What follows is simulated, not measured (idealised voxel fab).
process module | voxel fin reveal
cross-section cut | 270 nm wide | cells 5 nm
A cross-section is a grid of square cells, given in bands from the top down. A band is one or more rows of cells.
Each band's line starts with the height of the band's top and of its bottom, in nm. Then come its materials from left to right, each with its width in nm. One material with "throughout" fills the band from edge to edge. "air" is empty space.
Height 0 is the level under which the wafer as received is all one material. The lowest band goes on downwards, as in "0 down".
A width such as "30 to 40" changes by the same amount from each row of cells to the next, from the band's top row to its bottom row.
"no change" after a step means that no cell of the cross-section changed.
closed voids: empty space of 8 cells or more with no open way to the top, each as width x height at its distance from the left edge, in nm
after a step's settings: what the simulator itself notes on the step
overlay nm, on a step with a mask: how far to the right of its planned place the mask lay; to the left if negative
plan
1 op RECEIVE | material Si
2 op CONFORMAL_DEP | material SiN | thk nm 10
3 op DIRECTIONAL_DEP | material aC | thk nm 15
4 op PATTERN | tone cover | mask id FINS | material resist | width nm 15 | pitch nm 35 | thk nm 35 | overlay nm 0
5 op DIRECTIONAL_ETCH | etch materials aC | depth nm 15
6 op STRIP | etch materials resist
7 op DIRECTIONAL_ETCH | etch materials SiN | depth nm 10
8 op DIRECTIONAL_ETCH | etch materials Si | depth nm 40
9 op STRIP | etch materials aC
10 op FILL_DEP | material SiO2 | thk nm 10
11 op CMP | height nm 10
12 op SELECTIVE_ETCH | etch materials SiO2 | depth nm 10
13 op STRIP | etch materials SiN
varied across the wafers: depth nm of step 12. The plan shows the first wafer's value. All wafers start alike
first wafer as received, after step 1
  0 down: Si throughout
  closed voids: none
each wafer at the end: cells of each material gained (+) or lost (-) since it was received, then its closed voids
depth nm 10 | -384 Si | +384 SiO2 | closed voids: none
depth nm 15 | -384 Si | +336 SiO2 | closed voids: none
depth nm 20 | -384 Si | +288 SiO2 | closed voids: none
depth nm 25 | -384 Si | +240 SiO2 | closed voids: none
depth nm 30 | -384 Si | +192 SiO2 | closed voids: none
depth nm 35 | -384 Si | +144 SiO2 | closed voids: none
